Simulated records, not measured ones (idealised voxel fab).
You're looking at the process module voxel released beams.
Section shown: cut. Width: 170 nm. Cell size: 5 nm, square.
For the purposes of this document, a cross-section shall be understood as a grid of square cells, specified as bands listed in top-to-bottom order, each band consisting of one or more rows of cells. The band entry comprises the height of the band's top followed by the height of its bottom, expressed in nm, and subsequently the band's materials from left to right, each stated together with its width in nm. Where a single material is marked with the word "throughout", that material fills the band from edge to edge. The word "empty" represents empty space. Beneath 0, the wafer as received is one material, and that level is where height counting begins. The lowest band goes on downward without a bottom; it is written like "from 0 down". Width "30 to 40": first value at the band's top row of cells, second value at its bottom row, equal change from row to row. What does "remained unchanged" mean for a step? It means no cell of the cross-section changed in that step. Entry "Closed cavities". Content: empty spaces with no open connection to the top, size 8 cells or greater. Each: width x height at distance. Distance: from left edge. Unit: nm. Step line, after settings: the simulator's comment on this step. overlay nm: right-of-plan distance of the mask on a masked step; negative values mean left-of-plan.

[Planned process steps]
1) RECEIVE (material Si)
2) CONFORMAL_DEP (material Al2O3; thk nm 10)
3) DIRECTIONAL_DEP (material SiO2; thk nm 20)
4) PATTERN (tone open; mask id ANCHOR; material resist; width nm 30; thk nm 20; overlay nm 0)
5) DIRECTIONAL_ETCH (etch materials SiO2; depth nm 20)
6) STRIP (etch materials resist)
7) CONFORMAL_DEP (material W; thk nm 10)
8) PATTERN (tone cover; mask id BEAM; material resist; width nm 75; thk nm 15; overlay nm 0)
9) DIRECTIONAL_ETCH (etch materials W; depth nm 10)
10) STRIP (etch materials resist)
11) STRIP (etch materials SiO2)

[So this is the incoming wafer in cross-section - it's already been through step 1]
- from 0 down  Si throughout
- Closed cavities: none

[Here's the wafer cut in cross-section after the module, started and planned just like above, except one thing was done wrong in the run]
- from 40 to 30  empty 45 nm, then W 75 nm, then empty 50 nm
- from 30 to 10  W throughout
- from 10 to 0  Al2O3 throughout
- from 0 down  Si throughout
- Closed cavities: none
what went wrong: rather than as planned, step 3 actually ran as DIRECTIONAL_DEP (material W; thk nm 20)
